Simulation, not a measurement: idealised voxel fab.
The name of this process module is voxel trench capacitor.
Section cut is 175 nm wide and gridded with 5 nm square cells.
Reading order for cross-sections: top band down to bottom band. Underlying form: a grid of square cells. Band size: one or more rows of cells. The band entry comprises the height of the band's top followed by the height of its bottom, expressed in nm, and subsequently the band's materials from left to right, each stated together with its width in nm. Where a single material is marked with the word "edge to edge", that material fills the band from edge to edge. The word "blank" represents empty space. Below 0: as-received wafer, all one material; heights counted from there. Lowest band: no bottom, goes on down, written "top 0, no bottom". Quick explanation for "30->40": the width changes in equal steps down the rows of cells, from the first number in the band's top row to the second number in its bottom row. Where the words "no alteration" appear for a step, the cross-section shows no cell changed by that step; every cell remained as before. Closed empty spaces (no open way to the top) of 8 cells or more are what "Enclosed void entries" lists, each as width x height at distance from the left edge, nm for all three. On a step's line, text after the settings is the simulator commenting on that step. Regarding "overlay nm": on a step with a mask, it is the distance the mask lay to the right of its planned place; a negative value places it to the left.
# Planned process steps
| 1 | RECEIVE with material Si |
| 2 | CONFORMAL_DEP with material SiN, thk nm 10 |
| 3 | DIRECTIONAL_DEP with material aC, thk nm 15 |
| 4 | PATTERN with tone open, mask id TRENCH, material resist, width nm 25, pitch nm 40, thk nm 30, overlay nm 0 |
| 5 | DIRECTIONAL_ETCH with etch materials aC, depth nm 15 |
| 6 | STRIP with etch materials resist |
| 7 | DIRECTIONAL_ETCH with etch materials SiN, depth nm 10 |
| 8 | DIRECTIONAL_ETCH with etch materials Si, depth nm 35 |
| 9 | STRIP with etch materials aC |
| 10 | CONFORMAL_DEP with material Al2O3, thk nm 5 |
| 11 | CONFORMAL_DEP with material TiN, thk nm 5 |
| 12 | FILL_DEP with material W, thk nm 10 |
| 13 | CMP with height nm 10 |
# First wafer, two in total, run as planned
# As-received wafer cross-section (after step 1)
- top 0, no bottom: Si edge to edge
- Enclosed void entries: none
# Cross-section: wafer state after step 2
- top 10, bottom 0: SiN edge to edge
- No changes below 0.
# Cross-section: wafer state after step 3
- top 25, bottom 10: aC edge to edge
- No changes below 10.
# Cross-section: wafer state after step 4
- top 55, bottom 25: resist 35  blank 25  resist 15  blank 25  resist 15  blank 25  resist 35
- No changes below 25.
# Cross-section: wafer state after step 5
- top 40, bottom 25: resist 35  blank 25  resist 15  blank 25  resist 15  blank 25  resist 35
- top 25, bottom 10: aC 35  blank 25  aC 15  blank 25  aC 15  blank 25  aC 35
- No changes below 10.
# Cross-section: wafer state after step 6
- top 25, bottom 10: aC 35  blank 25  aC 15  blank 25  aC 15  blank 25  aC 35
- No changes below 10.
# Cross-section: wafer state after step 7
- top 25, bottom 10: aC 35  blank 25  aC 15  blank 25  aC 15  blank 25  aC 35
- top 10, bottom 0: SiN 35  blank 25  SiN 15  blank 25  SiN 15  blank 25  SiN 35
- No changes below 0.
# Cross-section: wafer state after step 8
- top 25, bottom 10: aC 35  blank 25  aC 15  blank 25  aC 15  blank 25  aC 35
- top 10, bottom 0: SiN 35  blank 25  SiN 15  blank 25  SiN 15  blank 25  SiN 35
- top 0, bottom -35: Si 35  blank 25  Si 15  blank 25  Si 15  blank 25  Si 35
- No changes below -35.
# Cross-section: wafer state after step 9
- top 10, bottom 0: SiN 35  blank 25  SiN 15  blank 25  SiN 15  blank 25  SiN 35
- No changes below 0.
# Cross-section: wafer state after step 10
- top 15, bottom 10: Al2O3 40  blank 15  Al2O3 25  blank 15  Al2O3 25  blank 15  Al2O3 40
- top 10, bottom 0: SiN 35  Al2O3 5  blank 15  Al2O3 5  SiN 15  Al2O3 5  blank 15  Al2O3 5  SiN 15  Al2O3 5  blank 15  Al2O3 5  SiN 35
- top 0, bottom -30: Si 35  Al2O3 5  blank 15  Al2O3 5  Si 15  Al2O3 5  blank 15  Al2O3 5  Si 15  Al2O3 5  blank 15  Al2O3 5  Si 35
- top -30, bottom -35: Si 35  Al2O3 25  Si 15  Al2O3 25  Si 15  Al2O3 25  Si 35
- No changes below -35.
# Cross-section: wafer state after step 11
- top 20, bottom 15: TiN 45  blank 5  TiN 35  blank 5  TiN 35  blank 5  TiN 45
- top 15, bottom 10: Al2O3 40  TiN 5  blank 5  TiN 5  Al2O3 25  TiN 5  blank 5  TiN 5  Al2O3 25  TiN 5  blank 5  TiN 5  Al2O3 40
- top 10, bottom 0: SiN 35  Al2O3 5  TiN 5  blank 5  TiN 5  Al2O3 5  SiN 15  Al2O3 5  TiN 5  blank 5  TiN 5  Al2O3 5  SiN 15  Al2O3 5  TiN 5  blank 5  TiN 5  Al2O3 5  SiN 35
- top 0, bottom -25: Si 35  Al2O3 5  TiN 5  blank 5  TiN 5  Al2O3 5  Si 15  Al2O3 5  TiN 5  blank 5  TiN 5  Al2O3 5  Si 15  Al2O3 5  TiN 5  blank 5  TiN 5  Al2O3 5  Si 35
- top -25, bottom -30: Si 35  Al2O3 5  TiN 15  Al2O3 5  Si 15  Al2O3 5  TiN 15  Al2O3 5  Si 15  Al2O3 5  TiN 15  Al2O3 5  Si 35
- No changes below -30.
# Cross-section: wafer state after step 12
- top 30, bottom 20: W edge to edge
- top 20, bottom 15: TiN 45  W 5  TiN 35  W 5  TiN 35  W 5  TiN 45
- top 15, bottom 10: Al2O3 40  TiN 5  W 5  TiN 5  Al2O3 25  TiN 5  W 5  TiN 5  Al2O3 25  TiN 5  W 5  TiN 5  Al2O3 40
- top 10, bottom 0: SiN 35  Al2O3 5  TiN 5  W 5  TiN 5  Al2O3 5  SiN 15  Al2O3 5  TiN 5  W 5  TiN 5  Al2O3 5  SiN 15  Al2O3 5  TiN 5  W 5  TiN 5  Al2O3 5  SiN 35
- top 0, bottom -25: Si 35  Al2O3 5  TiN 5  W 5  TiN 5  Al2O3 5  Si 15  Al2O3 5  TiN 5  W 5  TiN 5  Al2O3 5  Si 15  Al2O3 5  TiN 5  W 5  TiN 5  Al2O3 5  Si 35
- No changes below -25.
# Cross-section: wafer state after step 13
- top 10, bottom 0: SiN 35  Al2O3 5  TiN 5  W 5  TiN 5  Al2O3 5  SiN 15  Al2O3 5  TiN 5  W 5  TiN 5  Al2O3 5  SiN 15  Al2O3 5  TiN 5  W 5  TiN 5  Al2O3 5  SiN 35
- No changes below 0.
# Second wafer. Start and plan as for the first. One mistake made in running. Agrees with the first up to and including step 12
Second wafer profile in section, at the moment step 13 of the plan was meant to be complete: no alteration
Deviation noted in wafer processing: no execution of plan step 13; skipped
End of process, cell counts, second wafer against first, materials with more or fewer: Al2O3: 26 more | TiN: 38 more | W: 76 more
